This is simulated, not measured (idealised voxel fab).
process module | voxel tone inversion
cross-section cut | 140 nm wide | cells 5 nm
A cross-section is a grid of square cells, given in bands from the top down. A band is one or more rows of cells.
Each band's line starts with the height of the band's top and of its bottom, in nm. Then come its materials from left to right, each with its width in nm. One material with "throughout" fills the band from edge to edge. "air" is empty space.
Height 0 is the level under which the wafer as received is all one material. The lowest band goes on downwards, as in "0 down".
A width such as "30 to 40" changes by the same amount from each row of cells to the next, from the band's top row to its bottom row.
"no change" after a step means that no cell of the cross-section changed.
closed voids: empty space of 8 cells or more with no open way to the top, each as width x height at its distance from the left edge, in nm
after a step's settings: what the simulator itself notes on the step
overlay nm, on a step with a mask: how far to the right of its planned place the mask lay; to the left if negative
plan
1 op RECEIVE | material Si
2 op CONFORMAL_DEP | material SiCN | thk nm 5
3 op DIRECTIONAL_DEP | material aC | thk nm 20
4 op PATTERN | tone cover | mask id POSTS | material resist | width nm 25 | pitch nm 40 | thk nm 25 | overlay nm 0
5 op DIRECTIONAL_ETCH | etch materials aC | depth nm 20
6 op STRIP | etch materials resist
7 op FILL_DEP | material lowk | thk nm 10
8 op CMP | height nm 25
9 op STRIP | etch materials aC
as received, after step 1
  0 down: Si throughout
  closed voids: none
a wafer at the end: this start, this plan, one mistake
  25 to 5: SiCN 15 | air 25 | SiCN 15 | air 25 | SiCN 15 | air 25 | SiCN 20
  5 to 0: SiCN throughout
  0 down: Si throughout
  closed voids: none
what went wrong: step 7 ran as: op FILL_DEP | material SiCN | thk nm 10
